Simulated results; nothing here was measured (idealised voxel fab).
The following process module bears the name voxel double patterning.
This is section cut - it's 160 nm across, gridded in 5 nm square cells.
Cross-sections here: square-cell grids, written as top-down lists of bands, a band being one or more rows of cells.
First you get the band's top height and its bottom height, in nm, and then the materials it's made of, left to right, with each width in nm. If you see a single material with "throughout", that one covers the band edge to edge. "air" is empty space.
A quick word on heights: they are counted from 0, and under that level the wafer as it came to us is one material throughout. The lowest band is different from the rest in having no bottom; it simply continues downward, written as in "0..down".
A width such as "30 to 40" changes by the same amount from each row of cells to the next, from the band's top row to its bottom row.
It should be understood that the words "no modifications", when stated for a given step, signify that the cross-section underwent no change in any of its cells during that step.
The entry titled "Voids lacking openings" provides the empty spaces that have no open way to the top, restricted to those of 8 cells or more. Each is presented as width x height at distance, the distance being measured from the left edge, with all three in nm.
On each step's line, the part that comes after the settings is the simulator's own comment on the step.
overlay nm, on a step with a mask: how far to the right of its planned place the mask lay; to the left if negative
Here's what the planned process steps look like
1: RECEIVE: material Si
2: CONFORMAL_DEP: material SiO2, thk nm 10
3: DIRECTIONAL_DEP: material W, thk nm 20
4: DIRECTIONAL_DEP: material SiCN, thk nm 5
5: MASKED_ETCH: tone open, mask id FIRST, width nm 15, pitch nm 50, etch materials SiCN, depth nm 5, overlay nm 0
6: MASKED_ETCH: tone open, mask id SECOND, width nm 15, pitch nm 50, etch materials SiCN, depth nm 5, overlay nm 0
7: DIRECTIONAL_ETCH: etch materials W, depth nm 20
8: STRIP: etch materials SiCN
The first wafer of two, processed as planned
Wafer as received: cross-section following step 1
0..down: Si throughout
Voids lacking openings: none
Take a look at the wafer's cross-section after step 2
10..0: SiO2 throughout
For the remainder of the cross-section, below 0, there is no change.
Take a look at the wafer's cross-section after step 3
30..10: W throughout
For the remainder of the cross-section, below 10, there is no change.
Take a look at the wafer's cross-section after step 4
35..30: SiCN throughout
For the remainder of the cross-section, below 30, there is no change.
Take a look at the wafer's cross-section after step 5
35..30: 20 of SiCN | 15 of air | 35 of SiCN | 15 of air | 35 of SiCN | 15 of air | 25 of SiCN
For the remainder of the cross-section, below 30, there is no change.
Take a look at the wafer's cross-section after step 6
35..30: 20 of SiCN | 15 of air | 10 of SiCN | 15 of air | 10 of SiCN | 15 of air | 10 of SiCN | 15 of air | 10 of SiCN | 15 of air | 25 of SiCN
For the remainder of the cross-section, below 30, there is no change.
Take a look at the wafer's cross-section after step 7
35..30: 20 of SiCN | 15 of air | 10 of SiCN | 15 of air | 10 of SiCN | 15 of air | 10 of SiCN | 15 of air | 10 of SiCN | 15 of air | 25 of SiCN
30..10: 20 of W | 15 of air | 10 of W | 15 of air | 10 of W | 15 of air | 10 of W | 15 of air | 10 of W | 15 of air | 25 of W
For the remainder of the cross-section, below 10, there is no change.
Take a look at the wafer's cross-section after step 8
30..10: 20 of W | 15 of air | 10 of W | 15 of air | 10 of W | 15 of air | 10 of W | 15 of air | 10 of W | 15 of air | 25 of W
For the remainder of the cross-section, below 10, there is no change.
Wafer two: like wafer one in start and plan, but with one mistake in execution; identical up to and including step 4
When step 5 should have ended
35..30: 15 of SiCN | 15 of air | 35 of SiCN | 15 of air | 35 of SiCN | 15 of air | 30 of SiCN
For the remainder of the cross-section, below 30, there is no change.
When step 6 should have ended
35..30: 15 of SiCN | 15 of air | 15 of SiCN | 15 of air | 5 of SiCN | 15 of air | 15 of SiCN | 15 of air | 5 of SiCN | 15 of air | 30 of SiCN
For the remainder of the cross-section, below 30, there is no change.
When step 7 should have ended
35..30: 15 of SiCN | 15 of air | 15 of SiCN | 15 of air | 5 of SiCN | 15 of air | 15 of SiCN | 15 of air | 5 of SiCN | 15 of air | 30 of SiCN
30..10: 15 of W | 15 of air | 15 of W | 15 of air | 5 of W | 15 of air | 15 of W | 15 of air | 5 of W | 15 of air | 30 of W
For the remainder of the cross-section, below 10, there is no change.
When step 8 should have ended
30..10: 15 of W | 15 of air | 15 of W | 15 of air | 5 of W | 15 of air | 15 of W | 15 of air | 5 of W | 15 of air | 30 of W
For the remainder of the cross-section, below 10, there is no change.
Plan not followed: step 5 ran differently from the plan; actual operation with settings: MASKED_ETCH: tone open, mask id FIRST, width nm 15, pitch nm 50, etch materials SiCN, depth nm 5, overlay nm -5
Heads up: at the end the two wafers have identical cell counts per material, they're just laid out differently.
